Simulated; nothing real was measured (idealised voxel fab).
Process module under the name voxel capacitor over wiring
Cross-sectional view cut (width: 200 nm; square cell size: 5 nm).
Square cells in a grid make up a cross-section in this document, and the grid is given as bands, listed from the top down, each one or more rows of cells.
Heads up on the band format: heights come first, top then bottom, in nm. After that it's the materials left to right, each with its width in nm. A single material flagged "edge to edge" fills the whole band edge to edge, and "empty" means there's empty space there.
Note: height 0 marks the level under which the wafer is uniformly one material as received. Lowest band unbounded below, written "0 and below".
Read "30 to 40" as a graded width: first number on top, second number at the bottom, same change between each pair of neighbouring rows.
Key: "no change" - step with no changed cell in the cross-section.
Reported under the label "Enclosed cavity list" are the empty spaces having no open way to the top and comprising 8 cells or more; the notation for each is width x height at distance, in which the distance is measured from the left edge and all three values are in nm.
On each step's line, the part that comes after the settings is the simulator's own comment on the step.
On any step carrying a mask, the "overlay nm" setting, if present on the step's line, tells how far right of its planned place the mask lay; negative values point to the left.
[Set out below are the planned steps of the process]
step 1: RECEIVE (material Si)
step 2: CONFORMAL_DEP (material SiO2; thk nm 15)
step 3: DIRECTIONAL_DEP (material TiN; thk nm 5)
step 4: DIRECTIONAL_DEP (material Ru; thk nm 15)
step 5: PATTERN (tone cover; mask id METAL_1; material resist; width nm 25; pitch nm 85; thk nm 15; overlay nm 0)
step 6: DIRECTIONAL_ETCH (etch materials Ru; depth nm 15)
step 7: DIRECTIONAL_ETCH (etch materials TiN; depth nm 5)
step 8: STRIP (etch materials resist)
step 9: FILL_DEP (material lowk; thk nm 5)
step 10: CMP (height nm 35)
step 11: CONFORMAL_DEP (material SiCN; thk nm 5)
step 12: DIRECTIONAL_DEP (material SiO2; thk nm 10)
step 13: MASKED_ETCH (tone open; mask id PLUG_1; width nm 15; etch materials SiO2; depth nm 10; overlay nm 0)
step 14: MASKED_ETCH (tone open; mask id PLUG_1; width nm 15; etch materials SiCN; depth nm 5; overlay nm 0)
step 15: CONFORMAL_DEP (material TiN; thk nm 5)
step 16: FILL_DEP (material W; thk nm 5)
step 17: CMP (height nm 50)
step 18: DIRECTIONAL_DEP (material TiN; thk nm 10)
step 19: DIRECTIONAL_DEP (material HfO2; thk nm 5)
step 20: DIRECTIONAL_DEP (material TiN; thk nm 5)
step 21: DIRECTIONAL_DEP (material aC; thk nm 10)
step 22: PATTERN (tone cover; mask id UPPER_PLATE; material resist; width nm 65; thk nm 30; overlay nm 0)
step 23: DIRECTIONAL_ETCH (etch materials aC; depth nm 10)
step 24: STRIP (etch materials resist)
step 25: DIRECTIONAL_ETCH (etch materials TiN; depth nm 5)
step 26: DIRECTIONAL_ETCH (etch materials HfO2; depth nm 5)
step 27: STRIP (etch materials aC)
step 28: MASKED_ETCH (tone cover; mask id LOWER_PLATE; width nm 75; etch materials TiN; depth nm 10; overlay nm 0)
step 29: FILL_DEP (material SiO2; thk nm 20)
step 30: CMP (height nm 85)
step 31: MASKED_ETCH (tone open; mask id PLUG_2; width nm 15; etch materials SiO2; depth nm 15; overlay nm 0)
step 32: CONFORMAL_DEP (material TiN; thk nm 5)
step 33: FILL_DEP (material Cu; thk nm 5)
step 34: CMP (height nm 85)
step 35: CONFORMAL_DEP (material SiN; thk nm 5)
[First wafer of two (run as planned)]
[Incoming wafer in cross-section (state: after step 1)]
- 0 and below = Si edge to edge
- Enclosed cavity list: none
[Upon completion of step 2, the wafer appears in cross-section as shown]
- 15 down to 0 = SiO2 edge to edge
- Lower than 0, everything is as it was.
[Upon completion of step 3, the wafer appears in cross-section as shown]
- 20 down to 15 = TiN edge to edge
- Lower than 15, everything is as it was.
[Upon completion of step 4, the wafer appears in cross-section as shown]
- 35 down to 20 = Ru edge to edge
- Lower than 20, everything is as it was.
[Upon completion of step 5, the wafer appears in cross-section as shown]
- 50 down to 35 = 45 of empty, then 25 of resist, then 60 of empty, then 25 of resist, then 45 of empty
- Lower than 35, everything is as it was.
[Upon completion of step 6, the wafer appears in cross-section as shown]
- 50 down to 35 = 45 of empty, then 25 of resist, then 60 of empty, then 25 of resist, then 45 of empty
- 35 down to 20 = 45 of empty, then 25 of Ru, then 60 of empty, then 25 of Ru, then 45 of empty
- Lower than 20, everything is as it was.
[Upon completion of step 7, the wafer appears in cross-section as shown]
- 50 down to 35 = 45 of empty, then 25 of resist, then 60 of empty, then 25 of resist, then 45 of empty
- 35 down to 20 = 45 of empty, then 25 of Ru, then 60 of empty, then 25 of Ru, then 45 of empty
- 20 down to 15 = 45 of empty, then 25 of TiN, then 60 of empty, then 25 of TiN, then 45 of empty
- Lower than 15, everything is as it was.
[Upon completion of step 8, the wafer appears in cross-section as shown]
- 35 down to 20 = 45 of empty, then 25 of Ru, then 60 of empty, then 25 of Ru, then 45 of empty
- Lower than 20, everything is as it was.
[Upon completion of step 9, the wafer appears in cross-section as shown]
- 40 down to 35 = lowk edge to edge
- 35 down to 20 = 45 of lowk, then 25 of Ru, then 60 of lowk, then 25 of Ru, then 45 of lowk
- 20 down to 15 = 45 of lowk, then 25 of TiN, then 60 of lowk, then 25 of TiN, then 45 of lowk
- Lower than 15, everything is as it was.
[Upon completion of step 10, the wafer appears in cross-section as shown]
- 35 down to 20 = 45 of lowk, then 25 of Ru, then 60 of lowk, then 25 of Ru, then 45 of lowk
- Lower than 20, everything is as it was.
[Upon completion of step 11, the wafer appears in cross-section as shown]
- 40 down to 35 = SiCN edge to edge
- Lower than 35, everything is as it was.
[Upon completion of step 12, the wafer appears in cross-section as shown]
- 50 down to 40 = SiO2 edge to edge
- Lower than 40, everything is as it was.
[Upon completion of step 13, the wafer appears in cross-section as shown]
- 50 down to 40 = 55 of SiO2, then 15 of empty, then 130 of SiO2
- Lower than 40, everything is as it was.
[Upon completion of step 14, the wafer appears in cross-section as shown]
- 50 down to 40 = 55 of SiO2, then 15 of empty, then 130 of SiO2
- 40 down to 35 = 55 of SiCN, then 15 of empty, then 130 of SiCN
- Lower than 35, everything is as it was.
[Upon completion of step 15, the wafer appears in cross-section as shown]
- 55 down to 50 = 60 of TiN, then 5 of empty, then 135 of TiN
- 50 down to 40 = 55 of SiO2, then 5 of TiN, then 5 of empty, then 5 of TiN, then 130 of SiO2
- 40 down to 35 = 55 of SiCN, then 15 of TiN, then 130 of SiCN
- Lower than 35, everything is as it was.
[Upon completion of step 16, the wafer appears in cross-section as shown]
- 60 down to 55 = W edge to edge
- 55 down to 50 = 60 of TiN, then 5 of W, then 135 of TiN
- 50 down to 40 = 55 of SiO2, then 5 of TiN, then 5 of W, then 5 of TiN, then 130 of SiO2
- Lower than 40, everything is as it was.
[Upon completion of step 17, the wafer appears in cross-section as shown]
- 50 down to 40 = 55 of SiO2, then 5 of TiN, then 5 of W, then 5 of TiN, then 130 of SiO2
- Lower than 40, everything is as it was.
[Upon completion of step 18, the wafer appears in cross-section as shown]
- 60 down to 50 = TiN edge to edge
- Lower than 50, everything is as it was.
[Upon completion of step 19, the wafer appears in cross-section as shown]
- 65 down to 60 = HfO2 edge to edge
- Lower than 60, everything is as it was.
[Upon completion of step 20, the wafer appears in cross-section as shown]
- 70 down to 65 = TiN edge to edge
- Lower than 65, everything is as it was.
[Upon completion of step 21, the wafer appears in cross-section as shown]
- 80 down to 70 = aC edge to edge
- Lower than 70, everything is as it was.
[Upon completion of step 22, the wafer appears in cross-section as shown]
- 110 down to 80 = 55 of empty, then 65 of resist, then 80 of empty
- Lower than 80, everything is as it was.
[Upon completion of step 23, the wafer appears in cross-section as shown]
- 100 down to 80 = 55 of empty, then 65 of resist, then 80 of empty
- 80 down to 70 = 55 of empty, then 65 of aC, then 80 of empty
- Lower than 70, everything is as it was.
[Upon completion of step 24, the wafer appears in cross-section as shown]
- 80 down to 70 = 55 of empty, then 65 of aC, then 80 of empty
- Lower than 70, everything is as it was.
[Upon completion of step 25, the wafer appears in cross-section as shown]
- 80 down to 70 = 55 of empty, then 65 of aC, then 80 of empty
- 70 down to 65 = 55 of empty, then 65 of TiN, then 80 of empty
- Lower than 65, everything is as it was.
[Upon completion of step 26, the wafer appears in cross-section as shown]
- 80 down to 70 = 55 of empty, then 65 of aC, then 80 of empty
- 70 down to 65 = 55 of empty, then 65 of TiN, then 80 of empty
- 65 down to 60 = 55 of empty, then 65 of HfO2, then 80 of empty
- Lower than 60, everything is as it was.
[Upon completion of step 27, the wafer appears in cross-section as shown]
- 70 down to 65 = 55 of empty, then 65 of TiN, then 80 of empty
- Lower than 65, everything is as it was.
[Upon completion of step 28, the wafer appears in cross-section as shown]
- 70 down to 65 = 55 of empty, then 65 of TiN, then 80 of empty
- 65 down to 60 = 55 of empty, then 65 of HfO2, then 80 of empty
- 60 down to 50 = 50 of empty, then 75 of TiN, then 75 of empty
- Lower than 50, everything is as it was.
[Upon completion of step 29, the wafer appears in cross-section as shown]
- 90 down to 70 = SiO2 edge to edge
- 70 down to 65 = 55 of SiO2, then 65 of TiN, then 80 of SiO2
- 65 down to 60 = 55 of SiO2, then 65 of HfO2, then 80 of SiO2
- 60 down to 50 = 50 of SiO2, then 75 of TiN, then 75 of SiO2
- Lower than 50, everything is as it was.
[Upon completion of step 30, the wafer appears in cross-section as shown]
- 85 down to 70 = SiO2 edge to edge
- Lower than 70, everything is as it was.
[Upon completion of step 31, the wafer appears in cross-section as shown]
- 85 down to 70 = 65 of SiO2, then 15 of empty, then 120 of SiO2
- Lower than 70, everything is as it was.
[Upon completion of step 32, the wafer appears in cross-section as shown]
- 90 down to 85 = 70 of TiN, then 5 of empty, then 125 of TiN
- 85 down to 75 = 65 of SiO2, then 5 of TiN, then 5 of empty, then 5 of TiN, then 120 of SiO2
- 75 down to 65 = 65 to 55 of SiO2, then 15 to 65 of TiN, then 120 to 80 of SiO2
- Lower than 65, everything is as it was.
[Upon completion of step 33, the wafer appears in cross-section as shown]
- 95 down to 90 = Cu edge to edge
- 90 down to 85 = 70 of TiN, then 5 of Cu, then 125 of TiN
- 85 down to 75 = 65 of SiO2, then 5 of TiN, then 5 of Cu, then 5 of TiN, then 120 of SiO2
- Lower than 75, everything is as it was.
[Upon completion of step 34, the wafer appears in cross-section as shown]
- 85 down to 75 = 65 of SiO2, then 5 of TiN, then 5 of Cu, then 5 of TiN, then 120 of SiO2
- Lower than 75, everything is as it was.
[Upon completion of step 35, the wafer appears in cross-section as shown]
- 90 down to 85 = SiN edge to edge
- Lower than 85, everything is as it was.
[What follows concerns the second wafer, which started out like the first and was meant to follow the very same plan; one mistake crept in when it was run, but everything up to and including step 19 is the same as for the first wafer]
Cross-section of the second wafer at the time step 20 of the plan should have ended: no change
[Cross-section of the second wafer at the time step 21 of the plan should have ended]
- 75 down to 65 = aC edge to edge
- Lower than 65, everything is as it was.
[Cross-section of the second wafer at the time step 22 of the plan should have ended]
- 105 down to 75 = 55 of empty, then 65 of resist, then 80 of empty
- Lower than 75, everything is as it was.
[Cross-section of the second wafer at the time step 23 of the plan should have ended]
- 95 down to 75 = 55 of empty, then 65 of resist, then 80 of empty
- 75 down to 65 = 55 of empty, then 65 of aC, then 80 of empty
- Lower than 65, everything is as it was.
[Cross-section of the second wafer at the time step 24 of the plan should have ended]
- 75 down to 65 = 55 of empty, then 65 of aC, then 80 of empty
- Lower than 65, everything is as it was.
Cross-section of the second wafer at the time step 25 of the plan should have ended: no change
[Cross-section of the second wafer at the time step 26 of the plan should have ended]
- 75 down to 65 = 55 of empty, then 65 of aC, then 80 of empty
- 65 down to 60 = 55 of empty, then 65 of HfO2, then 80 of empty
- Lower than 60, everything is as it was.
[Cross-section of the second wafer at the time step 27 of the plan should have ended]
- 65 down to 60 = 55 of empty, then 65 of HfO2, then 80 of empty
- Lower than 60, everything is as it was.
[Cross-section of the second wafer at the time step 28 of the plan should have ended]
- 65 down to 60 = 55 of empty, then 65 of HfO2, then 80 of empty
- 60 down to 50 = 50 of empty, then 75 of TiN, then 75 of empty
- Lower than 50, everything is as it was.
[Cross-section of the second wafer at the time step 29 of the plan should have ended]
- 85 down to 65 = SiO2 edge to edge
- 65 down to 60 = 55 of SiO2, then 65 of HfO2, then 80 of SiO2
- 60 down to 50 = 50 of SiO2, then 75 of TiN, then 75 of SiO2
- Lower than 50, everything is as it was.
Cross-section of the second wafer at the time step 30 of the plan should have ended: no change
[Cross-section of the second wafer at the time step 31 of the plan should have ended]
- 85 down to 70 = 65 of SiO2, then 15 of empty, then 120 of SiO2
- Lower than 70, everything is as it was.
[Cross-section of the second wafer at the time step 32 of the plan should have ended]
- 90 down to 85 = 70 of TiN, then 5 of empty, then 125 of TiN
- 85 down to 75 = 65 of SiO2, then 5 of TiN, then 5 of empty, then 5 of TiN, then 120 of SiO2
- 75 down to 70 = 65 of SiO2, then 15 of TiN, then 120 of SiO2
- Lower than 70, everything is as it was.
[Cross-section of the second wafer at the time step 33 of the plan should have ended]
- 95 down to 90 = Cu edge to edge
- 90 down to 85 = 70 of TiN, then 5 of Cu, then 125 of TiN
- 85 down to 75 = 65 of SiO2, then 5 of TiN, then 5 of Cu, then 5 of TiN, then 120 of SiO2
- Lower than 75, everything is as it was.
[Cross-section of the second wafer at the time step 34 of the plan should have ended]
- 85 down to 75 = 65 of SiO2, then 5 of TiN, then 5 of Cu, then 5 of TiN, then 120 of SiO2
- Lower than 75, everything is as it was.
[Cross-section of the second wafer at the time step 35 of the plan should have ended]
- 90 down to 85 = SiN edge to edge
- Lower than 85, everything is as it was.
Where did the run depart from the plan? step 20 of the plan never got run, it was skipped over
Cell-count delta at end, second wafer over first, by material: +13 SiO2, -13 TiN
